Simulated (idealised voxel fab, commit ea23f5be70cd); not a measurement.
Process module name: voxel fin reveal
Xsec cut, 175 nm wide, square cell size 5 nm.
When this document writes out a cross-section, it uses a grid of square cells and lists it as bands, beginning at the top and moving down, with a band standing for one or more rows of cells. Heights first: top, then bottom, in nm. Then materials, left to right, each with a width in nm. "throughout" on a single material: fills the band edge to edge. "empty": empty space. Below 0: as-received wafer, all one material; heights counted from there. Lowest band: no bottom, goes on down, written "z 0 and below". The notation "30 to 40" denotes a width that varies across the rows of cells in the band, beginning at the first number in the top row, finishing at the second number in the bottom row, and changing by an identical amount from each row to the next. "no change occurred" -> step changed no cross-section cell. Any empty space of 8 cells or more lacking an open way to the top shows up in "Trapped void list" as width x height at distance, distance from the left edge, in nm. If you see something after the settings on a step's line, that's the simulator's own remark about that step. When a step includes a mask, the "overlay nm" setting on its line states how far to the right of its planned place that mask lay, and negative values state how far to the left.
[Intended process steps]
1,RECEIVE [material Si]
2,CONFORMAL_DEP [material SiN] [thk nm 10]
3,MASKED_ETCH [tone cover] [mask id FINS] [width nm 15] [pitch nm 35] [etch materials SiN] [depth nm 10] [overlay nm 0]
4,MASKED_ETCH [tone cover] [mask id FINS] [width nm 15] [pitch nm 35] [etch materials Si] [depth nm 35] [overlay nm 0]
5,OXIDIZE [depth nm 5]
6,FILL_DEP [material SiO2] [thk nm 15]
7,CMP [height nm 10]
8,SELECTIVE_ETCH [etch materials SiO2] [depth nm 30]
9,STRIP [etch materials SiN]
[Incoming wafer, cross-sectional view, post step 1]
> z 0 and below  Si throughout
> Trapped void list: none
[Cross-section, first of two wafers, end of module, run as planned]
> z 0 to -20  empty 65 nm | Si 5 nm | empty 30 nm | Si 5 nm | empty 70 nm
> z -20 to -40  SiO2 65 nm | Si 5 nm | SiO2 30 nm | Si 5 nm | SiO2 70 nm
> z -40 and below  Si throughout
> Trapped void list: none
[Second wafer of the two, sectioned at the end of the module. It began like the first and followed the same plan, but one mistake was made while running it]
> z 0 to -20  empty 65 nm | Si 10 nm | empty 25 nm | Si 10 nm | empty 65 nm
> z -20 to -40  SiO2 65 nm | Si 10 nm | SiO2 25 nm | Si 10 nm | SiO2 65 nm
> z -40 and below  Si throughout
> Trapped void list: none
Against the plan, the run slipped here: step 3 was processed under conditions differing from the plan, specifically as MASKED_ETCH [tone cover] [mask id FINS] [width nm 20] [pitch nm 35] [etch materials SiN] [depth nm 10] [overlay nm 0]
End check, counted in cells, second wafer has more or fewer of these materials than the first: 16 more of Si | 8 fewer of SiO2
